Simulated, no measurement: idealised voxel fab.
The following is a process module called voxel tone inversion.
Shown is cross-section cut, with a width of 170 nm and square cells of size 5 nm.
We lay out every cross-section as a grid of square cells and spell it out in bands from the top down, where one band means one or more rows of cells.
The band entry comprises the height of the band's top followed by the height of its bottom, expressed in nm, and subsequently the band's materials from left to right, each stated together with its width in nm. Where a single material is marked with the word "all across", that material fills the band from edge to edge. The word "blank" represents empty space.
Height is counted from the level 0, under which the received wafer is composed throughout of one material. The lowest of the bands is not closed at the bottom but continues downward, in the notation "z 0 and below".
Graded width ("30..40"): value in top row of band = first number; value in bottom row = second number; row-to-row change constant.
Step note "same as before" = no cross-section cell changed.
If an empty space has no open way to the top and is at least 8 cells in size, "Sealed internal cavities" lists it, written width x height at distance, where distance is measured from the left edge and every value is in nm.
Note: text after step settings on the step line = simulator remark on that step.
A step's line can hold "overlay nm"; with a mask on that step, the setting says how far right of the planned place the mask lay, while a negative setting says it lay to the left.
# Below is the list of planned process steps
1. RECEIVE [material Si]
2. CONFORMAL_DEP [material SiN] [thk nm 10]
3. DIRECTIONAL_DEP [material polySi] [thk nm 20]
4. PATTERN [tone cover] [mask id POSTS] [material resist] [width nm 15] [pitch nm 45] [thk nm 25] [overlay nm 0]
5. DIRECTIONAL_ETCH [etch materials polySi] [depth nm 20]
6. STRIP [etch materials resist]
7. FILL_DEP [material lowk] [thk nm 10]
8. CMP [height nm 30]
9. STRIP [etch materials polySi]
10. CONFORMAL_DEP [material TiN] [thk nm 5]
11. FILL_DEP [material Cu] [thk nm 10]
12. CMP [height nm 30]
13. CONFORMAL_DEP [material SiCN] [thk nm 5]
# Cross-section of the wafer as it came to us, i.e., already through step 1
  z 0 and below = Si all across
  Sealed internal cavities: none
# Final cross-section, module run with one mistake (start and plan as above)
  z 35 to 30 = SiCN all across
  z 30 to 15 = 30 lowk | 5 TiN | 5 polySi | 5 TiN | 30 lowk | 5 TiN | 5 polySi | 5 TiN | 30 lowk | 5 TiN | 5 polySi | 5 TiN | 35 lowk
  z 15 to 10 = 30 lowk | 15 TiN | 30 lowk | 15 TiN | 30 lowk | 15 TiN | 35 lowk
  z 10 to 0 = SiN all across
  z 0 and below = Si all across
  Sealed internal cavities: none
Heads up, the wafer didn't run the way we planned it: step 11 changed vs plan, executed as FILL_DEP [material polySi] [thk nm 10]
